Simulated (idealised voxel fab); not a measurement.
process module | voxel gate over fins
cross-section cut | 285 nm wide | cells 5 nm
A cross-section is a grid of square cells, given in bands from the top down. A band is one or more rows of cells.
Each band's line starts with the height of the band's top and of its bottom, in nm. Then come its materials from left to right, each with its width in nm. One material with "throughout" fills the band from edge to edge. "air" is empty space.
Height 0 is the level under which the wafer as received is all one material. The lowest band goes on downwards, as in "0 down".
A width such as "30 to 40" changes by the same amount from each row of cells to the next, from the band's top row to its bottom row.
"no change" after a step means that no cell of the cross-section changed.
closed voids: empty space of 8 cells or more with no open way to the top, each as width x height at its distance from the left edge, in nm
after a step's settings: what the simulator itself notes on the step
overlay nm, on a step with a mask: how far to the right of its planned place the mask lay; to the left if negative
plan
1 op RECEIVE | material Si
2 op CONFORMAL_DEP | material SiN | thk nm 10
3 op PATTERN | tone cover | mask id FINS | material resist | width nm 15 | pitch nm 40 | thk nm 15 | overlay nm -15
4 op DIRECTIONAL_ETCH | etch materials SiN | depth nm 10
5 op DIRECTIONAL_ETCH | etch materials Si | depth nm 30
6 op STRIP | etch materials resist
7 op FILL_DEP | material SiO2 | thk nm 5
8 op CMP | height nm 10
9 op SELECTIVE_ETCH | etch materials SiO2 | depth nm 25
10 op STRIP | etch materials SiN
11 op CONFORMAL_DEP | material HfO2 | thk nm 5
12 op CONFORMAL_DEP | material TiN | thk nm 5
13 op FILL_DEP | material W | thk nm 10
14 op CMP | height nm 15
15 op CONFORMAL_DEP | material SiCN | thk nm 10
varied across the wafers: overlay nm of step 3. The plan shows the first wafer's value. All wafers start alike
first wafer as received, after step 1
  0 down: Si throughout
  closed voids: none
first wafer at the end, after step 15
  25 to 15: SiCN throughout
  15 to 10: W throughout
  10 to 5: W 90 | TiN 35 | W 5 | TiN 35 | W 120
  5 to 0: W 90 | TiN 5 | HfO2 25 | TiN 5 | W 5 | TiN 5 | HfO2 25 | TiN 5 | W 120
  0 to -5: W 90 | TiN 5 | HfO2 5 | Si 15 | HfO2 5 | TiN 5 | W 5 | TiN 5 | HfO2 5 | Si 15 | HfO2 5 | TiN 5 | W 120
  -5 to -10: TiN 95 | HfO2 5 | Si 15 | HfO2 5 | TiN 15 | HfO2 5 | Si 15 | HfO2 5 | TiN 125
  -10 to -15: HfO2 100 | Si 15 | HfO2 25 | Si 15 | HfO2 130
  -15 to -30: SiO2 100 | Si 15 | SiO2 25 | Si 15 | SiO2 130
  -30 down: Si throughout
  closed voids: none
last wafer at the end
  25 to 15: SiCN throughout
  15 to 10: W throughout
  10 to 5: W 120 | TiN 35 | W 5 | TiN 35 | W 90
  5 to 0: W 120 | TiN 5 | HfO2 25 | TiN 5 | W 5 | TiN 5 | HfO2 25 | TiN 5 | W 90
  0 to -5: W 120 | TiN 5 | HfO2 5 | Si 15 | HfO2 5 | TiN 5 | W 5 | TiN 5 | HfO2 5 | Si 15 | HfO2 5 | TiN 5 | W 90
  -5 to -10: TiN 125 | HfO2 5 | Si 15 | HfO2 5 | TiN 15 | HfO2 5 | Si 15 | HfO2 5 | TiN 95
  -10 to -15: HfO2 130 | Si 15 | HfO2 25 | Si 15 | HfO2 100
  -15 to -30: SiO2 130 | Si 15 | SiO2 25 | Si 15 | SiO2 100
  -30 down: Si throughout
  closed voids: none
each wafer at the end: cells of each material gained (+) or lost (-) since it was received, then its closed voids
overlay nm -15 | +69 HfO2 | -306 Si | +114 SiCN | +153 SiO2 | +69 TiN | +186 W | closed voids: none
overlay nm -10 | +69 HfO2 | -306 Si | +114 SiCN | +153 SiO2 | +69 TiN | +186 W | closed voids: none
overlay nm -5 | +69 HfO2 | -306 Si | +114 SiCN | +153 SiO2 | +69 TiN | +186 W | closed voids: none
overlay nm 0 | +69 HfO2 | -306 Si | +114 SiCN | +153 SiO2 | +69 TiN | +186 W | closed voids: none
overlay nm 5 | +69 HfO2 | -306 Si | +114 SiCN | +153 SiO2 | +69 TiN | +186 W | closed voids: none
overlay nm 10 | +69 HfO2 | -306 Si | +114 SiCN | +153 SiO2 | +69 TiN | +186 W | closed voids: none
overlay nm 15 | +69 HfO2 | -306 Si | +114 SiCN | +153 SiO2 | +69 TiN | +186 W | closed voids: none
